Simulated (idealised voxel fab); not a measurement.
You're looking at the process module voxel released beams.
It is cross-section cut that appears here, measuring 160 nm in width, its square cells being 5 nm in size.
How to read a cross-section here: the picture is a grid of square cells, written as bands going from the top down, and any band can span one or more rows of cells.
Band entry format. Leading values: height of top, height of bottom, nm. Remainder: materials in left-to-right order, each with its width in nm. Special words: "edge to edge" on a single material, which then fills the band edge to edge; "blank", empty space.
Heads up on the height convention: 0 is the point under which the incoming wafer is all one material, and the lowest band has no bottom, it just keeps going down, like "0 down".
Think of "30->40" as a width that walks from the first number to the second as you go down the band, top row to bottom row, taking equal-sized steps from row to row.
"nothing altered", as given for a step, is the statement that not any cell of the cross-section underwent a change during that step.
"Enclosed internal voids": sealed empty spaces, 8 cells or more, no open way to top, listed width x height at distance, with distance from the left edge and width, height and distance in nm.
Past the settings on a step's line: simulator remark, on that step.
When a step includes a mask, the "overlay nm" setting on its line states how far to the right of its planned place that mask lay, and negative values state how far to the left.
THIS SECTION LISTS THE PROCESS STEPS THAT WERE PLANNED
step 1: RECEIVE,material Si
step 2: CONFORMAL_DEP,material Al2O3,thk nm 5
step 3: DIRECTIONAL_DEP,material SiO2,thk nm 20
step 4: DIRECTIONAL_DEP,material aC,thk nm 15
step 5: PATTERN,tone open,mask id ANCHOR,material resist,width nm 35,thk nm 30,overlay nm 0
step 6: DIRECTIONAL_ETCH,etch materials aC,depth nm 15
step 7: STRIP,etch materials resist
step 8: DIRECTIONAL_ETCH,etch materials SiO2,depth nm 20
step 9: STRIP,etch materials aC
step 10: CONFORMAL_DEP,material W,thk nm 10
step 11: DIRECTIONAL_DEP,material aC,thk nm 10
step 12: PATTERN,tone cover,mask id BEAM,material resist,width nm 110,thk nm 30,overlay nm 0
step 13: DIRECTIONAL_ETCH,etch materials aC,depth nm 10
step 14: STRIP,etch materials resist
step 15: DIRECTIONAL_ETCH,etch materials W,depth nm 10
step 16: STRIP,etch materials aC
step 17: STRIP,etch materials SiO2
AS-RECEIVED STATE OF THE WAFER IN CROSS-SECTION, EQUIVALENT TO POST-STEP 1
> 0 down | Si edge to edge
> Enclosed internal voids: none
THIS IS HOW THE WAFER LOOKS IN CROSS-SECTION ONCE THE MODULE IS DONE, GIVEN THE STARTING STATE AND PLAN ABOVE AND ONE MISTAKE IN CARRYING THE PLAN OUT
> 35 to 25 | blank 20 nm, then W 50 nm, then blank 90 nm
> 25 to 15 | blank 15 nm, then W 10 nm, then SiO2 35 nm, then W 10 nm, then blank 90 nm
> 15 to 5 | blank 15 nm, then W 10 nm, then SiO2 35 nm, then W 70 nm, then blank 30 nm
> 5 to 0 | Al2O3 edge to edge
> 0 down | Si edge to edge
> Enclosed internal voids: none
Want to know what went wrong? rather than as planned, step 5 actually ran as PATTERN,tone cover,mask id ANCHOR,material resist,width nm 35,thk nm 30,overlay nm 0
